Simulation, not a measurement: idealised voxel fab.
process module | voxel ribs on slabs
cross-section cut | 155 nm wide | cells 5 nm
A cross-section is a grid of square cells, given in bands from the top down. A band is one or more rows of cells.
Each band's line starts with the height of the band's top and of its bottom, in nm. Then come its materials from left to right, each with its width in nm. One material with "throughout" fills the band from edge to edge. "air" is empty space.
Height 0 is the level under which the wafer as received is all one material. The lowest band goes on downwards, as in "0 down".
A width such as "30 to 40" changes by the same amount from each row of cells to the next, from the band's top row to its bottom row.
"no change" after a step means that no cell of the cross-section changed.
closed voids: empty space of 8 cells or more with no open way to the top, each as width x height at its distance from the left edge, in nm
after a step's settings: what the simulator itself notes on the step
overlay nm, on a step with a mask: how far to the right of its planned place the mask lay; to the left if negative
plan
1 op RECEIVE | material Si
2 op DIRECTIONAL_DEP | material SiO2 | thk nm 20
3 op DIRECTIONAL_DEP | material SiN | thk nm 20
4 op PATTERN | tone cover | mask id RIB | material resist | width nm 15 | thk nm 15 | overlay nm 0
5 op DIRECTIONAL_ETCH | etch materials SiN | depth nm 10
6 op STRIP | etch materials resist
7 op MASKED_ETCH | tone cover | mask id SLAB | width nm 75 | etch materials SiN | depth nm 10 | overlay nm 0
8 op FILL_DEP | material SiO2 | thk nm 25
9 op CMP | height nm 60
10 op DIRECTIONAL_DEP | material TiN | thk nm 5
11 op PATTERN | tone cover | mask id HEATER | material resist | width nm 25 | thk nm 20 | overlay nm 0
12 op DIRECTIONAL_ETCH | etch materials TiN | depth nm 5
13 op STRIP | etch materials resist
14 op CONFORMAL_DEP | material SiN | thk nm 10
as received, after step 1
  0 down: Si throughout
  closed voids: none
a wafer at the end: this start, this plan, one mistake
  65 to 60: air 65 | TiN 25 | air 65
  60 to 40: SiO2 throughout
  40 to 30: SiO2 70 | SiN 15 | SiO2 70
  30 to 20: SiO2 40 | SiN 75 | SiO2 40
  20 to 0: SiO2 throughout
  0 down: Si throughout
  closed voids: none
what went wrong: step 14 was left out
